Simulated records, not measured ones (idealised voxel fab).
process module | voxel transistor to metal
This is section cut - it's 180 nm across, gridded in 5 nm square cells.
Cross-section, as written here: a square-cell grid given band by band from the top down, where a band holds one or more rows of cells. Basically the band line says how high the top is and how high the bottom is, in nm, and then what's in it from left to right, every material with its width in nm. Empty space shows up as "blank", and if a single material carries "everywhere" it runs the full band edge to edge. All heights in this document are referenced to 0, defined as the level beneath which the wafer, as received, consists entirely of one material. The lowest band is not bounded below; it extends indefinitely downward and is written in the form "0 -> down". Think of "30..40" as a width that walks from the first number to the second as you go down the band, top row to bottom row, taking equal-sized steps from row to row. For the purposes of this document, the phrase "nothing altered" attached to a step denotes that no cell within the cross-section was modified by that step. The label "Enclosed empty spaces" introduces a list of the empty spaces, 8 cells or larger, that have no open way up to the top; each entry in it reads width x height at distance, where the distance is taken from the left edge and all three are stated in nm. Note: text after step settings on the step line = simulator remark on that step. overlay nm: step with mask; distance mask lay right of planned place; negative value = left of planned place.

This section lists the process steps that were planned:
step 1: RECEIVE: material Si
step 2: CONFORMAL_DEP: material SiO2, thk nm 5
step 3: CONFORMAL_DEP: material SiN, thk nm 10
step 4: MASKED_ETCH: tone cover, mask id ACTIVE, width nm 110, etch materials SiN, depth nm 10, overlay nm 0
step 5: MASKED_ETCH: tone cover, mask id ACTIVE, width nm 110, etch materials SiO2, depth nm 5, overlay nm 0
step 6: MASKED_ETCH: tone cover, mask id ACTIVE, width nm 110, etch materials Si, depth nm 20, overlay nm 0
step 7: OXIDIZE: depth nm 5
step 8: FILL_DEP: material SiO2, thk nm 10
step 9: CMP: height nm 15
step 10: SELECTIVE_ETCH: etch materials SiO2, depth nm 10
step 11: STRIP: etch materials SiN
step 12: SELECTIVE_ETCH: etch materials SiO2, depth nm 5
step 13: OXIDIZE: depth nm 5
step 14: DIRECTIONAL_DEP: material polySi, thk nm 30
step 15: DIRECTIONAL_DEP: material SiCN, thk nm 10
step 16: MASKED_ETCH: tone cover, mask id GATE, width nm 20, etch materials SiCN, depth nm 20, overlay nm 0
step 17: MASKED_ETCH: tone cover, mask id GATE, width nm 20, etch materials polySi, depth nm 40, overlay nm 0
step 18: CONFORMAL_DEP: material SiN, thk nm 5
step 19: DIRECTIONAL_ETCH: etch materials SiN, depth nm 5
step 20: DIRECTIONAL_ETCH: etch materials SiO2, depth nm 5
step 21: DIRECTIONAL_ETCH: etch materials Si, depth nm 5
step 22: EPI: material pSi, thk nm 5
step 23: FILL_DEP: material SiO2, thk nm 10
step 24: CMP: height nm 40
step 25: DIRECTIONAL_DEP: material SiO2, thk nm 10
step 26: MASKED_ETCH: tone open, mask id CONTACT, width nm 30, pitch nm 60, etch materials SiO2, depth nm 55, overlay nm 0
step 27: CONFORMAL_DEP: material TiN, thk nm 5
step 28: FILL_DEP: material Ru, thk nm 5
step 29: CMP: height nm 50
step 30: CONFORMAL_DEP: material SiCN, thk nm 5
step 31: DIRECTIONAL_DEP: material SiO2, thk nm 20
step 32: PATTERN: tone open, mask id METAL_1, material resist, width nm 15, pitch nm 75, thk nm 15, overlay nm 0
step 33: DIRECTIONAL_ETCH: etch materials SiO2, depth nm 20
step 34: DIRECTIONAL_ETCH: etch materials SiCN, depth nm 5
step 35: STRIP: etch materials resist
step 36: CONFORMAL_DEP: material TiN, thk nm 5
step 37: FILL_DEP: material Cu, thk nm 5
step 38: CMP: height nm 75
step 39: CONFORMAL_DEP: material SiCN, thk nm 5
step 40: DIRECTIONAL_DEP: material SiO2, thk nm 35
step 41: PATTERN: tone open, mask id METAL_2, material resist, width nm 15, pitch nm 75, thk nm 15, overlay nm 0
step 42: DIRECTIONAL_ETCH: etch materials SiO2, depth nm 20
step 43: STRIP: etch materials resist
step 44: DIRECTIONAL_DEP: material aC, thk nm 15
step 45: PATTERN: tone open, mask id METAL_2_HOLES, material resist, width nm 15, pitch nm 75, thk nm 30, overlay nm 0
step 46: DIRECTIONAL_ETCH: etch materials aC, depth nm 15
step 47: STRIP: etch materials resist
step 48: DIRECTIONAL_ETCH: etch materials SiO2, depth nm 15
step 49: DIRECTIONAL_ETCH: etch materials SiCN, depth nm 5
step 50: STRIP: etch materials aC
step 51: CONFORMAL_DEP: material TiN, thk nm 5
step 52: FILL_DEP: material Ru, thk nm 5
step 53: CMP: height nm 115
step 54: CONFORMAL_DEP: material SiN, thk nm 5

Of two wafers, the first: run according to plan:

Wafer at receipt (post step 1), cross-section:
	0 -> down  Si everywhere
	Enclosed empty spaces: none

Step 2 done - wafer cross-section:
	5 -> 0  SiO2 everywhere
	Heights below 0 show no change.

Step 3 done - wafer cross-section:
	15 -> 5  SiN everywhere
	Heights below 5 show no change.

Step 4 done - wafer cross-section:
	15 -> 5  blank 35 | SiN 110 | blank 35
	Heights below 5 show no change.

Step 5 done - wafer cross-section:
	15 -> 5  blank 35 | SiN 110 | blank 35
	5 -> 0  blank 35 | SiO2 110 | blank 35
	Heights below 0 show no change.

Step 6 done - wafer cross-section:
	15 -> 5  blank 35 | SiN 110 | blank 35
	5 -> 0  blank 35 | SiO2 110 | blank 35
	0 -> -20  blank 35 | Si 110 | blank 35
	Heights below -20 show no change.

Step 7 done - wafer cross-section:
	15 -> 5  blank 35 | SiN 110 | blank 35
	5 -> 0  blank 35 | SiO2 110 | blank 35
	0 -> -20  blank 35 | SiO2 5 | Si 100 | SiO2 5 | blank 35
	-20 -> -25  SiO2 40 | Si 100 | SiO2 40
	Heights below -25 show no change.

Step 8 done - wafer cross-section:
	25 -> 15  SiO2 everywhere
	15 -> 5  SiO2 35 | SiN 110 | SiO2 35
	5 -> 0  SiO2 everywhere
	0 -> -25  SiO2 40 | Si 100 | SiO2 40
	Heights below -25 show no change.

Step 9 done - wafer cross-section:
	15 -> 5  SiO2 35 | SiN 110 | SiO2 35
	Heights below 5 show no change.

Step 10 done - wafer cross-section:
	15 -> 5  blank 35 | SiN 110 | blank 35
	Heights below 5 show no change.

Step 11 done - wafer cross-section:
	5 -> 0  SiO2 everywhere
	Heights below 0 show no change.

Step 12 done - wafer cross-section:
	0 -> -25  SiO2 40 | Si 100 | SiO2 40
	Heights below -25 show no change.

Step 13 done - wafer cross-section:
	0 -> -5  SiO2 everywhere
	Heights below -5 show no change.

Step 14 done - wafer cross-section:
	30 -> 0  polySi everywhere
	Heights below 0 show no change.

Step 15 done - wafer cross-section:
	40 -> 30  SiCN everywhere
	Heights below 30 show no change.

Step 16 done - wafer cross-section:
	40 -> 30  blank 80 | SiCN 20 | blank 80
	Heights below 30 show no change.

Step 17 done - wafer cross-section:
	40 -> 30  blank 80 | SiCN 20 | blank 80
	30 -> 0  blank 80 | polySi 20 | blank 80
	Heights below 0 show no change.

Step 18 done - wafer cross-section:
	45 -> 40  blank 75 | SiN 30 | blank 75
	40 -> 30  blank 75 | SiN 5 | SiCN 20 | SiN 5 | blank 75
	30 -> 5  blank 75 | SiN 5 | polySi 20 | SiN 5 | blank 75
	5 -> 0  SiN 80 | polySi 20 | SiN 80
	Heights below 0 show no change.

Step 19 done - wafer cross-section:
	40 -> 30  blank 75 | SiN 5 | SiCN 20 | SiN 5 | blank 75
	30 -> 0  blank 75 | SiN 5 | polySi 20 | SiN 5 | blank 75
	Heights below 0 show no change.

Step 20 done - wafer cross-section:
	40 -> 30  blank 75 | SiN 5 | SiCN 20 | SiN 5 | blank 75
	30 -> 0  blank 75 | SiN 5 | polySi 20 | SiN 5 | blank 75
	0 -> -5  blank 75 | SiO2 30 | blank 75
	Heights below -5 show no change.

Step 21 done - wafer cross-section:
	40 -> 30  blank 75 | SiN 5 | SiCN 20 | SiN 5 | blank 75
	30 -> 0  blank 75 | SiN 5 | polySi 20 | SiN 5 | blank 75
	0 -> -5  blank 75 | SiO2 30 | blank 75
	-5 -> -10  SiO2 40 | blank 35 | Si 30 | blank 35 | SiO2 40
	Heights below -10 show no change.

Step 22 done - wafer cross-section:
	40 -> 30  blank 75 | SiN 5 | SiCN 20 | SiN 5 | blank 75
	30 -> 0  blank 75 | SiN 5 | polySi 20 | SiN 5 | blank 75
	0 -> -5  blank 70 | pSi 5 | SiO2 30 | pSi 5 | blank 70
	-5 -> -10  SiO2 40 | pSi 35 | Si 30 | pSi 35 | SiO2 40
	Heights below -10 show no change.

Step 23 done - wafer cross-section:
	50 -> 40  SiO2 everywhere
	40 -> 30  SiO2 75 | SiN 5 | SiCN 20 | SiN 5 | SiO2 75
	30 -> 0  SiO2 75 | SiN 5 | polySi 20 | SiN 5 | SiO2 75
	0 -> -5  SiO2 70 | pSi 5 | SiO2 30 | pSi 5 | SiO2 70
	Heights below -5 show no change.

Step 24 done - wafer cross-section:
	40 -> 30  SiO2 75 | SiN 5 | SiCN 20 | SiN 5 | SiO2 75
	Heights below 30 show no change.

Step 25 done - wafer cross-section:
	50 -> 40  SiO2 everywhere
	Heights below 40 show no change.

Step 26 done - wafer cross-section:
	50 -> 40  SiO2 45 | blank 30 | SiO2 30 | blank 30 | SiO2 45
	40 -> 30  SiO2 45 | blank 30 | SiN 5 | SiCN 20 | SiN 5 | blank 30 | SiO2 45
	30 -> 0  SiO2 45 | blank 30 | SiN 5 | polySi 20 | SiN 5 | blank 30 | SiO2 45
	0 -> -5  SiO2 45 | blank 25 | pSi 5 | SiO2 30 | pSi 5 | blank 25 | SiO2 45
	Heights below -5 show no change.

Step 27 done - wafer cross-section:
	55 -> 50  TiN 50 | blank 20 | TiN 40 | blank 20 | TiN 50
	50 -> 40  SiO2 45 | TiN 5 | blank 20 | TiN 5 | SiO2 30 | TiN 5 | blank 20 | TiN 5 | SiO2 45
	40 -> 30  SiO2 45 | TiN 5 | blank 20 | TiN 5 | SiN 5 | SiCN 20 | SiN 5 | TiN 5 | blank 20 | TiN 5 | SiO2 45
	30 -> 5  SiO2 45 | TiN 5 | blank 20 | TiN 5 | SiN 5 | polySi 20 | SiN 5 | TiN 5 | blank 20 | TiN 5 | SiO2 45
	5 -> 0  SiO2 45 | TiN 5 | blank 15 | TiN 10 | SiN 5 | polySi 20 | SiN 5 | TiN 10 | blank 15 | TiN 5 | SiO2 45
	0 -> -5  SiO2 45 | TiN 25 | pSi 5 | SiO2 30 | pSi 5 | TiN 25 | SiO2 45
	Heights below -5 show no change.

Step 28 done - wafer cross-section:
	60 -> 55  Ru everywhere
	55 -> 50  TiN 50 | Ru 20 | TiN 40 | Ru 20 | TiN 50
	50 -> 40  SiO2 45 | TiN 5 | Ru 20 | TiN 5 | SiO2 30 | TiN 5 | Ru 20 | TiN 5 | SiO2 45
	40 -> 30  SiO2 45 | TiN 5 | Ru 20 | TiN 5 | SiN 5 | SiCN 20 | SiN 5 | TiN 5 | Ru 20 | TiN 5 | SiO2 45
	30 -> 5  SiO2 45 | TiN 5 | Ru 20 | TiN 5 | SiN 5 | polySi 20 | SiN 5 | TiN 5 | Ru 20 | TiN 5 | SiO2 45
	5 -> 0  SiO2 45 | TiN 5 | Ru 15 | TiN 10 | SiN 5 | polySi 20 | SiN 5 | TiN 10 | Ru 15 | TiN 5 | SiO2 45
	Heights below 0 show no change.

Step 29 done - wafer cross-section:
	50 -> 40  SiO2 45 | TiN 5 | Ru 20 | TiN 5 | SiO2 30 | TiN 5 | Ru 20 | TiN 5 | SiO2 45
	Heights below 40 show no change.

Step 30 done - wafer cross-section:
	55 -> 50  SiCN everywhere
	Heights below 50 show no change.

Step 31 done - wafer cross-section:
	75 -> 55  SiO2 everywhere
	Heights below 55 show no change.

Step 32 done - wafer cross-section:
	90 -> 75  resist 45 | blank 15 | resist 60 | blank 15 | resist 45
	Heights below 75 show no change.

Step 33 done - wafer cross-section:
	90 -> 75  resist 45 | blank 15 | resist 60 | blank 15 | resist 45
	75 -> 55  SiO2 45 | blank 15 | SiO2 60 | blank 15 | SiO2 45
	Heights below 55 show no change.

Step 34 done - wafer cross-section:
	90 -> 75  resist 45 | blank 15 | resist 60 | blank 15 | resist 45
	75 -> 55  SiO2 45 | blank 15 | SiO2 60 | blank 15 | SiO2 45
	55 -> 50  SiCN 45 | blank 15 | SiCN 60 | blank 15 | SiCN 45
	Heights below 50 show no change.

Step 35 done - wafer cross-section:
	75 -> 55  SiO2 45 | blank 15 | SiO2 60 | blank 15 | SiO2 45
	Heights below 55 show no change.

Step 36 done - wafer cross-section:
	80 -> 75  TiN 50 | blank 5 | TiN 70 | blank 5 | TiN 50
	75 -> 55  SiO2 45 | TiN 5 | blank 5 | TiN 5 | SiO2 60 | TiN 5 | blank 5 | TiN 5 | SiO2 45
	55 -> 50  SiCN 45 | TiN 15 | SiCN 60 | TiN 15 | SiCN 45
	Heights below 50 show no change.

Step 37 done - wafer cross-section:
	85 -> 80  Cu everywhere
	80 -> 75  TiN 50 | Cu 5 | TiN 70 | Cu 5 | TiN 50
	75 -> 55  SiO2 45 | TiN 5 | Cu 5 | TiN 5 | SiO2 60 | TiN 5 | Cu 5 | TiN 5 | SiO2 45
	Heights below 55 show no change.

Step 38 done - wafer cross-section:
	75 -> 55  SiO2 45 | TiN 5 | Cu 5 | TiN 5 | SiO2 60 | TiN 5 | Cu 5 | TiN 5 | SiO2 45
	Heights below 55 show no change.

Step 39 done - wafer cross-section:
	80 -> 75  SiCN everywhere
	Heights below 75 show no change.

Step 40 done - wafer cross-section:
	115 -> 80  SiO2 everywhere
	Heights below 80 show no change.

Step 41 done - wafer cross-section:
	130 -> 115  resist 45 | blank 15 | resist 60 | blank 15 | resist 45
	Heights below 115 show no change.

Step 42 done - wafer cross-section:
	130 -> 115  resist 45 | blank 15 | resist 60 | blank 15 | resist 45
	115 -> 95  SiO2 45 | blank 15 | SiO2 60 | blank 15 | SiO2 45
	Heights below 95 show no change.

Step 43 done - wafer cross-section:
	115 -> 95  SiO2 45 | blank 15 | SiO2 60 | blank 15 | SiO2 45
	Heights below 95 show no change.

Step 44 done - wafer cross-section:
	130 -> 115  aC 45 | blank 15 | aC 60 | blank 15 | aC 45
	115 -> 110  SiO2 45 | blank 15 | SiO2 60 | blank 15 | SiO2 45
	110 -> 95  SiO2 45 | aC 15 | SiO2 60 | aC 15 | SiO2 45
	Heights below 95 show no change.

Step 45 done - wafer cross-section:
	160 -> 130  resist 45 | blank 15 | resist 60 | blank 15 | resist 45
	Heights below 130 show no change.

Step 46 done - wafer cross-section:
	145 -> 130  resist 45 | blank 15 | resist 60 | blank 15 | resist 45
	130 -> 115  aC 45 | blank 15 | aC 60 | blank 15 | aC 45
	115 -> 95  SiO2 45 | blank 15 | SiO2 60 | blank 15 | SiO2 45
	Heights below 95 show no change.

Step 47 done - wafer cross-section:
	130 -> 115  aC 45 | blank 15 | aC 60 | blank 15 | aC 45
	Heights below 115 show no change.

Step 48 done - wafer cross-section:
	130 -> 115  aC 45 | blank 15 | aC 60 | blank 15 | aC 45
	115 -> 80  SiO2 45 | blank 15 | SiO2 60 | blank 15 | SiO2 45
	Heights below 80 show no change.

Step 49 done - wafer cross-section:
	130 -> 115  aC 45 | blank 15 | aC 60 | blank 15 | aC 45
	115 -> 80  SiO2 45 | blank 15 | SiO2 60 | blank 15 | SiO2 45
	80 -> 75  SiCN 45 | blank 15 | SiCN 60 | blank 15 | SiCN 45
	Heights below 75 show no change.

Step 50 done - wafer cross-section:
	115 -> 80  SiO2 45 | blank 15 | SiO2 60 | blank 15 | SiO2 45
	Heights below 80 show no change.

Step 51 done - wafer cross-section:
	120 -> 115  TiN 50 | blank 5 | TiN 70 | blank 5 | TiN 50
	115 -> 80  SiO2 45 | TiN 5 | blank 5 | TiN 5 | SiO2 60 | TiN 5 | blank 5 | TiN 5 | SiO2 45
	80 -> 75  SiCN 45 | TiN 15 | SiCN 60 | TiN 15 | SiCN 45
	Heights below 75 show no change.

Step 52 done - wafer cross-section:
	125 -> 120  Ru everywhere
	120 -> 115  TiN 50 | Ru 5 | TiN 70 | Ru 5 | TiN 50
	115 -> 80  SiO2 45 | TiN 5 | Ru 5 | TiN 5 | SiO2 60 | TiN 5 | Ru 5 | TiN 5 | SiO2 45
	Heights below 80 show no change.

Step 53 done - wafer cross-section:
	115 -> 80  SiO2 45 | TiN 5 | Ru 5 | TiN 5 | SiO2 60 | TiN 5 | Ru 5 | TiN 5 | SiO2 45
	Heights below 80 show no change.

Step 54 done - wafer cross-section:
	120 -> 115  SiN everywhere
	Heights below 115 show no change.

The Second Wafer: Common Origin and Plan, One Mistake in Execution, Identical to the First Through Step 25:

Planned end of step 26: second wafer, cross-section:
	50 -> 40  SiO2 45 | blank 35 | SiO2 25 | blank 35 | SiO2 40
	40 -> 30  SiO2 45 | blank 30 | SiN 5 | SiCN 20 | SiN 5 | blank 35 | SiO2 40
	30 -> 0  SiO2 45 | blank 30 | SiN 5 | polySi 20 | SiN 5 | blank 35 | SiO2 40
	0 -> -5  SiO2 45 | blank 25 | pSi 5 | SiO2 30 | pSi 5 | blank 30 | SiO2 40
	Heights below -5 show no change.

Planned end of step 27: second wafer, cross-section:
	55 -> 50  TiN 50 | blank 25 | TiN 35 | blank 25 | TiN 45
	50 -> 40  SiO2 45 | TiN 5 | blank 25..20 | TiN 5..10 | SiO2 25 | TiN 5 | blank 25 | TiN 5 | SiO2 40
	40 -> 30  SiO2 45 | TiN 5 | blank 20 | TiN 5 | SiN 5 | SiCN 20 | SiN 5 | TiN 5 | blank 25 | TiN 5 | SiO2 40
	30 -> 5  SiO2 45 | TiN 5 | blank 20 | TiN 5 | SiN 5 | polySi 20 | SiN 5 | TiN 5 | blank 25 | TiN 5 | SiO2 40
	5 -> 0  SiO2 45 | TiN 5 | blank 15 | TiN 10 | SiN 5 | polySi 20 | SiN 5 | TiN 10 | blank 20 | TiN 5 | SiO2 40
	0 -> -5  SiO2 45 | TiN 25 | pSi 5 | SiO2 30 | pSi 5 | TiN 30 | SiO2 40
	Heights below -5 show no change.

Planned end of step 28: second wafer, cross-section:
	60 -> 55  Ru everywhere
	55 -> 50  TiN 50 | Ru 25 | TiN 35 | Ru 25 | TiN 45
	50 -> 40  SiO2 45 | TiN 5 | Ru 25..20 | TiN 5..10 | SiO2 25 | TiN 5 | Ru 25 | TiN 5 | SiO2 40
	40 -> 30  SiO2 45 | TiN 5 | Ru 20 | TiN 5 | SiN 5 | SiCN 20 | SiN 5 | TiN 5 | Ru 25 | TiN 5 | SiO2 40
	30 -> 5  SiO2 45 | TiN 5 | Ru 20 | TiN 5 | SiN 5 | polySi 20 | SiN 5 | TiN 5 | Ru 25 | TiN 5 | SiO2 40
	5 -> 0  SiO2 45 | TiN 5 | Ru 15 | TiN 10 | SiN 5 | polySi 20 | SiN 5 | TiN 10 | Ru 20 | TiN 5 | SiO2 40
	Heights below 0 show no change.

Planned end of step 29: second wafer, cross-section:
	50 -> 40  SiO2 45 | TiN 5 | Ru 25..20 | TiN 5..10 | SiO2 25 | TiN 5 | Ru 25 | TiN 5 | SiO2 40
	Heights below 40 show no change.

Planned end of step 30: second wafer, cross-section:
	55 -> 50  SiCN everywhere
	Heights below 50 show no change.

Planned end of step 31: second wafer, cross-section:
	75 -> 55  SiO2 everywhere
	Heights below 55 show no change.

Planned end of step 32: second wafer, cross-section:
	90 -> 75  resist 45 | blank 15 | resist 60 | blank 15 | resist 45
	Heights below 75 show no change.

Planned end of step 33: second wafer, cross-section:
	90 -> 75  resist 45 | blank 15 | resist 60 | blank 15 | resist 45
	75 -> 55  SiO2 45 | blank 15 | SiO2 60 | blank 15 | SiO2 45
	Heights below 55 show no change.

Planned end of step 34: second wafer, cross-section:
	90 -> 75  resist 45 | blank 15 | resist 60 | blank 15 | resist 45
	75 -> 55  SiO2 45 | blank 15 | SiO2 60 | blank 15 | SiO2 45
	55 -> 50  SiCN 45 | blank 15 | SiCN 60 | blank 15 | SiCN 45
	Heights below 50 show no change.

Planned end of step 35: second wafer, cross-section:
	75 -> 55  SiO2 45 | blank 15 | SiO2 60 | blank 15 | SiO2 45
	Heights below 55 show no change.

Planned end of step 36: second wafer, cross-section:
	80 -> 75  TiN 50 | blank 5 | TiN 70 | blank 5 | TiN 50
	75 -> 55  SiO2 45 | TiN 5 | blank 5 | TiN 5 | SiO2 60 | TiN 5 | blank 5 | TiN 5 | SiO2 45
	55 -> 50  SiCN 45 | TiN 15 | SiCN 60 | TiN 15 | SiCN 45
	Heights below 50 show no change.

Planned end of step 37: second wafer, cross-section:
	85 -> 80  Cu everywhere
	80 -> 75  TiN 50 | Cu 5 | TiN 70 | Cu 5 | TiN 50
	75 -> 55  SiO2 45 | TiN 5 | Cu 5 | TiN 5 | SiO2 60 | TiN 5 | Cu 5 | TiN 5 | SiO2 45
	Heights below 55 show no change.

Planned end of step 38: second wafer, cross-section:
	75 -> 55  SiO2 45 | TiN 5 | Cu 5 | TiN 5 | SiO2 60 | TiN 5 | Cu 5 | TiN 5 | SiO2 45
	Heights below 55 show no change.

Planned end of step 39: second wafer, cross-section:
	80 -> 75  SiCN everywhere
	Heights below 75 show no change.

Planned end of step 40: second wafer, cross-section:
	115 -> 80  SiO2 everywhere
	Heights below 80 show no change.

Planned end of step 41: second wafer, cross-section:
	130 -> 115  resist 45 | blank 15 | resist 60 | blank 15 | resist 45
	Heights below 115 show no change.

Planned end of step 42: second wafer, cross-section:
	130 -> 115  resist 45 | blank 15 | resist 60 | blank 15 | resist 45
	115 -> 95  SiO2 45 | blank 15 | SiO2 60 | blank 15 | SiO2 45
	Heights below 95 show no change.

Planned end of step 43: second wafer, cross-section:
	115 -> 95  SiO2 45 | blank 15 | SiO2 60 | blank 15 | SiO2 45
	Heights below 95 show no change.

Planned end of step 44: second wafer, cross-section:
	130 -> 115  aC 45 | blank 15 | aC 60 | blank 15 | aC 45
	115 -> 110  SiO2 45 | blank 15 | SiO2 60 | blank 15 | SiO2 45
	110 -> 95  SiO2 45 | aC 15 | SiO2 60 | aC 15 | SiO2 45
	Heights below 95 show no change.

Planned end of step 45: second wafer, cross-section:
	160 -> 130  resist 45 | blank 15 | resist 60 | blank 15 | resist 45
	Heights below 130 show no change.

Planned end of step 46: second wafer, cross-section:
	145 -> 130  resist 45 | blank 15 | resist 60 | blank 15 | resist 45
	130 -> 115  aC 45 | blank 15 | aC 60 | blank 15 | aC 45
	115 -> 95  SiO2 45 | blank 15 | SiO2 60 | blank 15 | SiO2 45
	Heights below 95 show no change.

Planned end of step 47: second wafer, cross-section:
	130 -> 115  aC 45 | blank 15 | aC 60 | blank 15 | aC 45
	Heights below 115 show no change.

Planned end of step 48: second wafer, cross-section:
	130 -> 115  aC 45 | blank 15 | aC 60 | blank 15 | aC 45
	115 -> 80  SiO2 45 | blank 15 | SiO2 60 | blank 15 | SiO2 45
	Heights below 80 show no change.

Planned end of step 49: second wafer, cross-section:
	130 -> 115  aC 45 | blank 15 | aC 60 | blank 15 | aC 45
	115 -> 80  SiO2 45 | blank 15 | SiO2 60 | blank 15 | SiO2 45
	80 -> 75  SiCN 45 | blank 15 | SiCN 60 | blank 15 | SiCN 45
	Heights below 75 show no change.

Planned end of step 50: second wafer, cross-section:
	115 -> 80  SiO2 45 | blank 15 | SiO2 60 | blank 15 | SiO2 45
	Heights below 80 show no change.

Planned end of step 51: second wafer, cross-section:
	120 -> 115  TiN 50 | blank 5 | TiN 70 | blank 5 | TiN 50
	115 -> 80  SiO2 45 | TiN 5 | blank 5 | TiN 5 | SiO2 60 | TiN 5 | blank 5 | TiN 5 | SiO2 45
	80 -> 75  SiCN 45 | TiN 15 | SiCN 60 | TiN 15 | SiCN 45
	Heights below 75 show no change.

Planned end of step 52: second wafer, cross-section:
	125 -> 120  Ru everywhere
	120 -> 115  TiN 50 | Ru 5 | TiN 70 | Ru 5 | TiN 50
	115 -> 80  SiO2 45 | TiN 5 | Ru 5 | TiN 5 | SiO2 60 | TiN 5 | Ru 5 | TiN 5 | SiO2 45
	Heights below 80 show no change.

Planned end of step 53: second wafer, cross-section:
	115 -> 80  SiO2 45 | TiN 5 | Ru 5 | TiN 5 | SiO2 60 | TiN 5 | Ru 5 | TiN 5 | SiO2 45
	Heights below 80 show no change.

Planned end of step 54: second wafer, cross-section:
	120 -> 115  SiN everywhere
	Heights below 115 show no change.
Diagnosis: step 26 changed vs plan, executed as MASKED_ETCH: tone open, mask id CONTACT, width nm 35, pitch nm 60, etch materials SiO2, depth nm 55, overlay nm 0
End of process, cell counts, second wafer against first, materials with more or fewer: Ru: 11 more; SiO2: 13 fewer; TiN: 2 more
